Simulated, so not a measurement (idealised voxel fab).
This is a process module. Its name is voxel gate over fins.
Square cell edge 5 nm, section width 240 nm, ID cut.
In what follows, cross-sections appear as grids of square cells, described through bands that run from the top down, where every band is one or more rows of cells. Band: top height; bottom height; in nm. Then, left to right: material with width in nm, for each material. "full width": a single material spanning edge to edge. "air": empty space. Heads up on the height convention: 0 is the point under which the incoming wafer is all one material, and the lowest band has no bottom, it just keeps going down, like "from 0 down". Width: "30..40" (first number = top row, second number = bottom row, same change from row to row of cells). "everything unchanged" means the step left every cell of the cross-section as it was. Each empty space that has no open way to the top and spans at least 8 cells appears under "Fully sealed voids" as width x height at distance, the distance counted from the left edge, all in nm. Anything after a step's settings on that line? It's the simulator's own note about the step. A step line may carry the setting "overlay nm", which, for steps involving a mask, states the distance by which the mask lay to the right of its intended position; negative values denote displacement to the left.
-- Listed below are the process steps as planned
1. op RECEIVE | material Si
2. op CONFORMAL_DEP | material SiN | thk nm 5
3. op PATTERN | tone cover | mask id FINS | material resist | width nm 15 | pitch nm 55 | thk nm 20 | overlay nm 0
4. op DIRECTIONAL_ETCH | etch materials SiN | depth nm 5
5. op DIRECTIONAL_ETCH | etch materials Si | depth nm 40
6. op STRIP | etch materials resist
7. op FILL_DEP | material SiO2 | thk nm 5
8. op CMP | height nm 5
9. op MASKED_ETCH | tone open | mask id RAIL | width nm 15 | etch materials SiO2 | depth nm 40 | overlay nm 0
10. op CONFORMAL_DEP | material TiN | thk nm 5
11. op FILL_DEP | material W | thk nm 10
12. op CMP | height nm 5
13. op SELECTIVE_ETCH | etch materials W Ru TiN | depth nm 25
14. op FILL_DEP | material SiO2 | thk nm 5
15. op CMP | height nm 5
16. op SELECTIVE_ETCH | etch materials SiO2 | depth nm 20
17. op STRIP | etch materials SiN
18. op CONFORMAL_DEP | material HfO2 | thk nm 5
19. op CONFORMAL_DEP | material TiN | thk nm 5
20. op CONFORMAL_DEP | material TiAl | thk nm 5
21. op CONFORMAL_DEP | material TiN | thk nm 5
22. op FILL_DEP | material W | thk nm 15
23. op CMP | height nm 30
24. op CONFORMAL_DEP | material SiCN | thk nm 5
-- first wafer, as planned
-- Cross-section, incoming material, after step 1
    from 0 down: Si full width
    Fully sealed voids: none
-- The wafer in cross-section once step 2 is complete
    from 5 to 0: SiN full width
    Under the height 0 nothing was changed.
-- The wafer in cross-section once step 3 is complete
    from 25 to 5: 55 of air / 15 of resist / 40 of air / 15 of resist / 40 of air / 15 of resist / 60 of air
    Under the height 5 nothing was changed.
-- The wafer in cross-section once step 4 is complete
    from 25 to 5: 55 of air / 15 of resist / 40 of air / 15 of resist / 40 of air / 15 of resist / 60 of air
    from 5 to 0: 55 of air / 15 of SiN / 40 of air / 15 of SiN / 40 of air / 15 of SiN / 60 of air
    Under the height 0 nothing was changed.
-- The wafer in cross-section once step 5 is complete
    from 25 to 5: 55 of air / 15 of resist / 40 of air / 15 of resist / 40 of air / 15 of resist / 60 of air
    from 5 to 0: 55 of air / 15 of SiN / 40 of air / 15 of SiN / 40 of air / 15 of SiN / 60 of air
    from 0 to -40: 55 of air / 15 of Si / 40 of air / 15 of Si / 40 of air / 15 of Si / 60 of air
    Under the height -40 nothing was changed.
-- The wafer in cross-section once step 6 is complete
    from 5 to 0: 55 of air / 15 of SiN / 40 of air / 15 of SiN / 40 of air / 15 of SiN / 60 of air
    Under the height 0 nothing was changed.
-- The wafer in cross-section once step 7 is complete
    from 10 to 5: SiO2 full width
    from 5 to 0: 55 of SiO2 / 15 of SiN / 40 of SiO2 / 15 of SiN / 40 of SiO2 / 15 of SiN / 60 of SiO2
    from 0 to -40: 55 of SiO2 / 15 of Si / 40 of SiO2 / 15 of Si / 40 of SiO2 / 15 of Si / 60 of SiO2
    Under the height -40 nothing was changed.
-- The wafer in cross-section once step 8 is complete
    from 5 to 0: 55 of SiO2 / 15 of SiN / 40 of SiO2 / 15 of SiN / 40 of SiO2 / 15 of SiN / 60 of SiO2
    Under the height 0 nothing was changed.
-- The wafer in cross-section once step 9 is complete
    from 5 to 0: 55 of SiO2 / 15 of SiN / 10 of SiO2 / 15 of air / 15 of SiO2 / 15 of SiN / 40 of SiO2 / 15 of SiN / 60 of SiO2
    from 0 to -35: 55 of SiO2 / 15 of Si / 10 of SiO2 / 15 of air / 15 of SiO2 / 15 of Si / 40 of SiO2 / 15 of Si / 60 of SiO2
    Under the height -35 nothing was changed.
-- The wafer in cross-section once step 10 is complete
    from 10 to 5: 85 of TiN / 5 of air / 150 of TiN
    from 5 to 0: 55 of SiO2 / 15 of SiN / 10 of SiO2 / 5 of TiN / 5 of air / 5 of TiN / 15 of SiO2 / 15 of SiN / 40 of SiO2 / 15 of SiN / 60 of SiO2
    from 0 to -30: 55 of SiO2 / 15 of Si / 10 of SiO2 / 5 of TiN / 5 of air / 5 of TiN / 15 of SiO2 / 15 of Si / 40 of SiO2 / 15 of Si / 60 of SiO2
    from -30 to -35: 55 of SiO2 / 15 of Si / 10 of SiO2 / 15 of TiN / 15 of SiO2 / 15 of Si / 40 of SiO2 / 15 of Si / 60 of SiO2
    Under the height -35 nothing was changed.
-- The wafer in cross-section once step 11 is complete
    from 20 to 10: W full width
    from 10 to 5: 85 of TiN / 5 of W / 150 of TiN
    from 5 to 0: 55 of SiO2 / 15 of SiN / 10 of SiO2 / 5 of TiN / 5 of W / 5 of TiN / 15 of SiO2 / 15 of SiN / 40 of SiO2 / 15 of SiN / 60 of SiO2
    from 0 to -30: 55 of SiO2 / 15 of Si / 10 of SiO2 / 5 of TiN / 5 of W / 5 of TiN / 15 of SiO2 / 15 of Si / 40 of SiO2 / 15 of Si / 60 of SiO2
    Under the height -30 nothing was changed.
-- The wafer in cross-section once step 12 is complete
    from 5 to 0: 55 of SiO2 / 15 of SiN / 10 of SiO2 / 5 of TiN / 5 of W / 5 of TiN / 15 of SiO2 / 15 of SiN / 40 of SiO2 / 15 of SiN / 60 of SiO2
    Under the height 0 nothing was changed.
-- The wafer in cross-section once step 13 is complete
    from 5 to 0: 55 of SiO2 / 15 of SiN / 10 of SiO2 / 15 of air / 15 of SiO2 / 15 of SiN / 40 of SiO2 / 15 of SiN / 60 of SiO2
    from 0 to -20: 55 of SiO2 / 15 of Si / 10 of SiO2 / 15 of air / 15 of SiO2 / 15 of Si / 40 of SiO2 / 15 of Si / 60 of SiO2
    Under the height -20 nothing was changed.
-- The wafer in cross-section once step 14 is complete
    from 10 to 5: SiO2 full width
    from 5 to 0: 55 of SiO2 / 15 of SiN / 40 of SiO2 / 15 of SiN / 40 of SiO2 / 15 of SiN / 60 of SiO2
    from 0 to -20: 55 of SiO2 / 15 of Si / 40 of SiO2 / 15 of Si / 40 of SiO2 / 15 of Si / 60 of SiO2
    Under the height -20 nothing was changed.
-- The wafer in cross-section once step 15 is complete
    from 5 to 0: 55 of SiO2 / 15 of SiN / 40 of SiO2 / 15 of SiN / 40 of SiO2 / 15 of SiN / 60 of SiO2
    Under the height 0 nothing was changed.
-- The wafer in cross-section once step 16 is complete
    from 5 to 0: 55 of air / 15 of SiN / 40 of air / 15 of SiN / 40 of air / 15 of SiN / 60 of air
    from 0 to -15: 55 of air / 15 of Si / 40 of air / 15 of Si / 40 of air / 15 of Si / 60 of air
    Under the height -15 nothing was changed.
-- The wafer in cross-section once step 17 is complete
    from 0 to -15: 55 of air / 15 of Si / 40 of air / 15 of Si / 40 of air / 15 of Si / 60 of air
    Under the height -15 nothing was changed.
-- The wafer in cross-section once step 18 is complete
    from 5 to 0: 50 of air / 25 of HfO2 / 30 of air / 25 of HfO2 / 30 of air / 25 of HfO2 / 55 of air
    from 0 to -10: 50 of air / 5 of HfO2 / 15 of Si / 5 of HfO2 / 30 of air / 5 of HfO2 / 15 of Si / 5 of HfO2 / 30 of air / 5 of HfO2 / 15 of Si / 5 of HfO2 / 55 of air
    from -10 to -15: 55 of HfO2 / 15 of Si / 40 of HfO2 / 15 of Si / 40 of HfO2 / 15 of Si / 60 of HfO2
    Under the height -15 nothing was changed.
-- The wafer in cross-section once step 19 is complete
    from 10 to 5: 45 of air / 35 of TiN / 20 of air / 35 of TiN / 20 of air / 35 of TiN / 50 of air
    from 5 to 0: 45 of air / 5 of TiN / 25 of HfO2 / 5 of TiN / 20 of air / 5 of TiN / 25 of HfO2 / 5 of TiN / 20 of air / 5 of TiN / 25 of HfO2 / 5 of TiN / 50 of air
    from 0 to -5: 45 of air / 5 of TiN / 5 of HfO2 / 15 of Si / 5 of HfO2 / 5 of TiN / 20 of air / 5 of TiN / 5 of HfO2 / 15 of Si / 5 of HfO2 / 5 of TiN / 20 of air / 5 of TiN / 5 of HfO2 / 15 of Si / 5 of HfO2 / 5 of TiN / 50 of air
    from -5 to -10: 50 of TiN / 5 of HfO2 / 15 of Si / 5 of HfO2 / 30 of TiN / 5 of HfO2 / 15 of Si / 5 of HfO2 / 30 of TiN / 5 of HfO2 / 15 of Si / 5 of HfO2 / 55 of TiN
    Under the height -10 nothing was changed.
-- The wafer in cross-section once step 20 is complete
    from 15 to 10: 40 of air / 45 of TiAl / 10 of air / 45 of TiAl / 10 of air / 45 of TiAl / 45 of air
    from 10 to 5: 40 of air / 5 of TiAl / 35 of TiN / 5 of TiAl / 10 of air / 5 of TiAl / 35 of TiN / 5 of TiAl / 10 of air / 5 of TiAl / 35 of TiN / 5 of TiAl / 45 of air
    from 5 to 0: 40 of air / 5 of TiAl / 5 of TiN / 25 of HfO2 / 5 of TiN / 5 of TiAl / 10 of air / 5 of TiAl / 5 of TiN / 25 of HfO2 / 5 of TiN / 5 of TiAl / 10 of air / 5 of TiAl / 5 of TiN / 25 of HfO2 / 5 of TiN / 5 of TiAl / 45 of air
    from 0 to -5: 45 of TiAl / 5 of TiN / 5 of HfO2 / 15 of Si / 5 of HfO2 / 5 of TiN / 20 of TiAl / 5 of TiN / 5 of HfO2 / 15 of Si / 5 of HfO2 / 5 of TiN / 20 of TiAl / 5 of TiN / 5 of HfO2 / 15 of Si / 5 of HfO2 / 5 of TiN / 50 of TiAl
    Under the height -5 nothing was changed.
-- The wafer in cross-section once step 21 is complete
    from 20 to 15: 35 of air / 165 of TiN / 40 of air
    from 15 to 10: 35 of air / 5 of TiN / 45 of TiAl / 10 of TiN / 45 of TiAl / 10 of TiN / 45 of TiAl / 5 of TiN / 40 of air
    from 10 to 5: 35 of air / 5 of TiN / 5 of TiAl / 35 of TiN / 5 of TiAl / 10 of TiN / 5 of TiAl / 35 of TiN / 5 of TiAl / 10 of TiN / 5 of TiAl / 35 of TiN / 5 of TiAl / 5 of TiN / 40 of air
    from 5 to 0: 40 of TiN / 5 of TiAl / 5 of TiN / 25 of HfO2 / 5 of TiN / 5 of TiAl / 10 of TiN / 5 of TiAl / 5 of TiN / 25 of HfO2 / 5 of TiN / 5 of TiAl / 10 of TiN / 5 of TiAl / 5 of TiN / 25 of HfO2 / 5 of TiN / 5 of TiAl / 45 of TiN
    Under the height 0 nothing was changed.
-- The wafer in cross-section once step 22 is complete
    from 35 to 20: W full width
    from 20 to 15: 35 of W / 165 of TiN / 40 of W
    from 15 to 10: 35 of W / 5 of TiN / 45 of TiAl / 10 of TiN / 45 of TiAl / 10 of TiN / 45 of TiAl / 5 of TiN / 40 of W
    from 10 to 5: 35 of W / 5 of TiN / 5 of TiAl / 35 of TiN / 5 of TiAl / 10 of TiN / 5 of TiAl / 35 of TiN / 5 of TiAl / 10 of TiN / 5 of TiAl / 35 of TiN / 5 of TiAl / 5 of TiN / 40 of W
    Under the height 5 nothing was changed.
-- The wafer in cross-section once step 23 is complete
    from 30 to 20: W full width
    Under the height 20 nothing was changed.
-- The wafer in cross-section once step 24 is complete
    from 35 to 30: SiCN full width
    Under the height 30 nothing was changed.
-- The second wafer: identical to the first at the outset and in its planned sequence, differing only in that one mistake was made during processing; up to and including step 4, its path is the first wafer's path
-- At the planned end of step 5, the second wafer in cross-section
    from 25 to 5: 55 of air / 15 of resist / 40 of air / 15 of resist / 40 of air / 15 of resist / 60 of air
    from 5 to 0: 55 of air / 15 of SiN / 40 of air / 15 of SiN / 40 of air / 15 of SiN / 60 of air
    from 0 to -80: 55 of air / 15 of Si / 40 of air / 15 of Si / 40 of air / 15 of Si / 60 of air
    Under the height -80 nothing was changed.
-- At the planned end of step 6, the second wafer in cross-section
    from 5 to 0: 55 of air / 15 of SiN / 40 of air / 15 of SiN / 40 of air / 15 of SiN / 60 of air
    Under the height 0 nothing was changed.
-- At the planned end of step 7, the second wafer in cross-section
    from 10 to 5: SiO2 full width
    from 5 to 0: 55 of SiO2 / 15 of SiN / 40 of SiO2 / 15 of SiN / 40 of SiO2 / 15 of SiN / 60 of SiO2
    from 0 to -80: 55 of SiO2 / 15 of Si / 40 of SiO2 / 15 of Si / 40 of SiO2 / 15 of Si / 60 of SiO2
    Under the height -80 nothing was changed.
-- At the planned end of step 8, the second wafer in cross-section
    from 5 to 0: 55 of SiO2 / 15 of SiN / 40 of SiO2 / 15 of SiN / 40 of SiO2 / 15 of SiN / 60 of SiO2
    Under the height 0 nothing was changed.
-- At the planned end of step 9, the second wafer in cross-section
    from 5 to 0: 55 of SiO2 / 15 of SiN / 10 of SiO2 / 15 of air / 15 of SiO2 / 15 of SiN / 40 of SiO2 / 15 of SiN / 60 of SiO2
    from 0 to -35: 55 of SiO2 / 15 of Si / 10 of SiO2 / 15 of air / 15 of SiO2 / 15 of Si / 40 of SiO2 / 15 of Si / 60 of SiO2
    Under the height -35 nothing was changed.
-- At the planned end of step 10, the second wafer in cross-section
    from 10 to 5: 85 of TiN / 5 of air / 150 of TiN
    from 5 to 0: 55 of SiO2 / 15 of SiN / 10 of SiO2 / 5 of TiN / 5 of air / 5 of TiN / 15 of SiO2 / 15 of SiN / 40 of SiO2 / 15 of SiN / 60 of SiO2
    from 0 to -30: 55 of SiO2 / 15 of Si / 10 of SiO2 / 5 of TiN / 5 of air / 5 of TiN / 15 of SiO2 / 15 of Si / 40 of SiO2 / 15 of Si / 60 of SiO2
    from -30 to -35: 55 of SiO2 / 15 of Si / 10 of SiO2 / 15 of TiN / 15 of SiO2 / 15 of Si / 40 of SiO2 / 15 of Si / 60 of SiO2
    Under the height -35 nothing was changed.
-- At the planned end of step 11, the second wafer in cross-section
    from 20 to 10: W full width
    from 10 to 5: 85 of TiN / 5 of W / 150 of TiN
    from 5 to 0: 55 of SiO2 / 15 of SiN / 10 of SiO2 / 5 of TiN / 5 of W / 5 of TiN / 15 of SiO2 / 15 of SiN / 40 of SiO2 / 15 of SiN / 60 of SiO2
    from 0 to -30: 55 of SiO2 / 15 of Si / 10 of SiO2 / 5 of TiN / 5 of W / 5 of TiN / 15 of SiO2 / 15 of Si / 40 of SiO2 / 15 of Si / 60 of SiO2
    Under the height -30 nothing was changed.
-- At the planned end of step 12, the second wafer in cross-section
    from 5 to 0: 55 of SiO2 / 15 of SiN / 10 of SiO2 / 5 of TiN / 5 of W / 5 of TiN / 15 of SiO2 / 15 of SiN / 40 of SiO2 / 15 of SiN / 60 of SiO2
    Under the height 0 nothing was changed.
-- At the planned end of step 13, the second wafer in cross-section
    from 5 to 0: 55 of SiO2 / 15 of SiN / 10 of SiO2 / 15 of air / 15 of SiO2 / 15 of SiN / 40 of SiO2 / 15 of SiN / 60 of SiO2
    from 0 to -20: 55 of SiO2 / 15 of Si / 10 of SiO2 / 15 of air / 15 of SiO2 / 15 of Si / 40 of SiO2 / 15 of Si / 60 of SiO2
    Under the height -20 nothing was changed.
-- At the planned end of step 14, the second wafer in cross-section
    from 10 to 5: SiO2 full width
    from 5 to 0: 55 of SiO2 / 15 of SiN / 40 of SiO2 / 15 of SiN / 40 of SiO2 / 15 of SiN / 60 of SiO2
    from 0 to -20: 55 of SiO2 / 15 of Si / 40 of SiO2 / 15 of Si / 40 of SiO2 / 15 of Si / 60 of SiO2
    Under the height -20 nothing was changed.
-- At the planned end of step 15, the second wafer in cross-section
    from 5 to 0: 55 of SiO2 / 15 of SiN / 40 of SiO2 / 15 of SiN / 40 of SiO2 / 15 of SiN / 60 of SiO2
    Under the height 0 nothing was changed.
-- At the planned end of step 16, the second wafer in cross-section
    from 5 to 0: 55 of air / 15 of SiN / 40 of air / 15 of SiN / 40 of air / 15 of SiN / 60 of air
    from 0 to -15: 55 of air / 15 of Si / 40 of air / 15 of Si / 40 of air / 15 of Si / 60 of air
    Under the height -15 nothing was changed.
-- At the planned end of step 17, the second wafer in cross-section
    from 0 to -15: 55 of air / 15 of Si / 40 of air / 15 of Si / 40 of air / 15 of Si / 60 of air
    Under the height -15 nothing was changed.
-- At the planned end of step 18, the second wafer in cross-section
    from 5 to 0: 50 of air / 25 of HfO2 / 30 of air / 25 of HfO2 / 30 of air / 25 of HfO2 / 55 of air
    from 0 to -10: 50 of air / 5 of HfO2 / 15 of Si / 5 of HfO2 / 30 of air / 5 of HfO2 / 15 of Si / 5 of HfO2 / 30 of air / 5 of HfO2 / 15 of Si / 5 of HfO2 / 55 of air
    from -10 to -15: 55 of HfO2 / 15 of Si / 40 of HfO2 / 15 of Si / 40 of HfO2 / 15 of Si / 60 of HfO2
    Under the height -15 nothing was changed.
-- At the planned end of step 19, the second wafer in cross-section
    from 10 to 5: 45 of air / 35 of TiN / 20 of air / 35 of TiN / 20 of air / 35 of TiN / 50 of air
    from 5 to 0: 45 of air / 5 of TiN / 25 of HfO2 / 5 of TiN / 20 of air / 5 of TiN / 25 of HfO2 / 5 of TiN / 20 of air / 5 of TiN / 25 of HfO2 / 5 of TiN / 50 of air
    from 0 to -5: 45 of air / 5 of TiN / 5 of HfO2 / 15 of Si / 5 of HfO2 / 5 of TiN / 20 of air / 5 of TiN / 5 of HfO2 / 15 of Si / 5 of HfO2 / 5 of TiN / 20 of air / 5 of TiN / 5 of HfO2 / 15 of Si / 5 of HfO2 / 5 of TiN / 50 of air
    from -5 to -10: 50 of TiN / 5 of HfO2 / 15 of Si / 5 of HfO2 / 30 of TiN / 5 of HfO2 / 15 of Si / 5 of HfO2 / 30 of TiN / 5 of HfO2 / 15 of Si / 5 of HfO2 / 55 of TiN
    Under the height -10 nothing was changed.
-- At the planned end of step 20, the second wafer in cross-section
    from 15 to 10: 40 of air / 45 of TiAl / 10 of air / 45 of TiAl / 10 of air / 45 of TiAl / 45 of air
    from 10 to 5: 40 of air / 5 of TiAl / 35 of TiN / 5 of TiAl / 10 of air / 5 of TiAl / 35 of TiN / 5 of TiAl / 10 of air / 5 of TiAl / 35 of TiN / 5 of TiAl / 45 of air
    from 5 to 0: 40 of air / 5 of TiAl / 5 of TiN / 25 of HfO2 / 5 of TiN / 5 of TiAl / 10 of air / 5 of TiAl / 5 of TiN / 25 of HfO2 / 5 of TiN / 5 of TiAl / 10 of air / 5 of TiAl / 5 of TiN / 25 of HfO2 / 5 of TiN / 5 of TiAl / 45 of air
    from 0 to -5: 45 of TiAl / 5 of TiN / 5 of HfO2 / 15 of Si / 5 of HfO2 / 5 of TiN / 20 of TiAl / 5 of TiN / 5 of HfO2 / 15 of Si / 5 of HfO2 / 5 of TiN / 20 of TiAl / 5 of TiN / 5 of HfO2 / 15 of Si / 5 of HfO2 / 5 of TiN / 50 of TiAl
    Under the height -5 nothing was changed.
-- At the planned end of step 21, the second wafer in cross-section
    from 20 to 15: 35 of air / 165 of TiN / 40 of air
    from 15 to 10: 35 of air / 5 of TiN / 45 of TiAl / 10 of TiN / 45 of TiAl / 10 of TiN / 45 of TiAl / 5 of TiN / 40 of air
    from 10 to 5: 35 of air / 5 of TiN / 5 of TiAl / 35 of TiN / 5 of TiAl / 10 of TiN / 5 of TiAl / 35 of TiN / 5 of TiAl / 10 of TiN / 5 of TiAl / 35 of TiN / 5 of TiAl / 5 of TiN / 40 of air
    from 5 to 0: 40 of TiN / 5 of TiAl / 5 of TiN / 25 of HfO2 / 5 of TiN / 5 of TiAl / 10 of TiN / 5 of TiAl / 5 of TiN / 25 of HfO2 / 5 of TiN / 5 of TiAl / 10 of TiN / 5 of TiAl / 5 of TiN / 25 of HfO2 / 5 of TiN / 5 of TiAl / 45 of TiN
    Under the height 0 nothing was changed.
-- At the planned end of step 22, the second wafer in cross-section
    from 35 to 20: W full width
    from 20 to 15: 35 of W / 165 of TiN / 40 of W
    from 15 to 10: 35 of W / 5 of TiN / 45 of TiAl / 10 of TiN / 45 of TiAl / 10 of TiN / 45 of TiAl / 5 of TiN / 40 of W
    from 10 to 5: 35 of W / 5 of TiN / 5 of TiAl / 35 of TiN / 5 of TiAl / 10 of TiN / 5 of TiAl / 35 of TiN / 5 of TiAl / 10 of TiN / 5 of TiAl / 35 of TiN / 5 of TiAl / 5 of TiN / 40 of W
    Under the height 5 nothing was changed.
-- At the planned end of step 23, the second wafer in cross-section
    from 30 to 20: W full width
    Under the height 20 nothing was changed.
-- At the planned end of step 24, the second wafer in cross-section
    from 35 to 30: SiCN full width
    Under the height 30 nothing was changed.
What was the processing mistake? twice, step 5 of the plan was run
Final cells, second wafer relative to first, materials higher or lower: -312 Si, +312 SiO2
